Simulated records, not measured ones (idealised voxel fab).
This is a process module. Its name is voxel quadruple lines.
Square cells of 5 nm make up the cross-section cut, whose width is 275 nm.
Reading order for cross-sections: top band down to bottom band. Underlying form: a grid of square cells. Band size: one or more rows of cells. Within each band entry, the heights of the top and of the bottom of the band appear first, in that order and in nm; the materials of the band then follow from left to right, each with its corresponding width in nm. The designation "throughout" on a single material indicates that it fills the band from edge to edge; the designation "blank" indicates empty space. Heights are expressed relative to 0, this being the level below which the as-received wafer comprises one material exclusively. The lowest band is unbounded in the downward direction and is denoted as in "0 and below". The two numbers in a width such as "30..40" mark its ends across the band: the first belongs to the top row of cells, the second to the bottom row, and from each row to the next the width moves by the same amount. You'll sometimes find "remained the same" written for a step, and that's the way of saying that nowhere in the cross-section did a cell change during that step. The list in "Non-vented voids" covers empty spaces of 8 cells or more that cannot reach the top through any open way, and it gives each as width x height at distance; the distance is from the left edge, and width, height and distance are in nm. Formally, on a step line, whatever follows the settings is a remark that the simulator itself makes on the step. Regarding "overlay nm": on a step with a mask, it is the distance the mask lay to the right of its planned place; a negative value places it to the left.

The steps planned for the process are as follows
1,RECEIVE, material Si
2,CONFORMAL_DEP, material SiO2, thk nm 10
3,DIRECTIONAL_DEP, material Ru, thk nm 10
4,DIRECTIONAL_DEP, material polySi, thk nm 15
5,DIRECTIONAL_DEP, material aC, thk nm 25
6,PATTERN, tone cover, mask id MANDREL, material resist, width nm 25, thk nm 35, overlay nm 0
7,DIRECTIONAL_ETCH, etch materials aC, depth nm 25
8,STRIP, etch materials resist
9,CONFORMAL_DEP, material SiO2, thk nm 15
10,DIRECTIONAL_ETCH, etch materials SiO2, depth nm 15
11,STRIP, etch materials aC
12,DIRECTIONAL_ETCH, etch materials polySi, depth nm 15
13,STRIP, etch materials SiO2
14,CONFORMAL_DEP, material SiCN, thk nm 5
15,DIRECTIONAL_ETCH, etch materials SiCN, depth nm 5
16,STRIP, etch materials polySi
17,DIRECTIONAL_ETCH, etch materials Ru, depth nm 10
18,STRIP, etch materials SiCN

Delivered wafer in cross-section: state after step 1
0 and below: Si throughout
Non-vented voids: none

Look at the cross-section after the module: the wafer started out the way shown above and the plan was the one shown above, yet one mistake was made along the way
20 down to 10: 120 nm blank | 5 nm Ru | 25 nm blank | 5 nm Ru | 120 nm blank
10 down to 0: SiO2 throughout
0 and below: Si throughout
Non-vented voids: none
Short version of what went wrong: step 6 was run on a setting that differed from the plan, and what really ran there is PATTERN, tone open, mask id MANDREL, material resist, width nm 25, thk nm 35, overlay nm 0
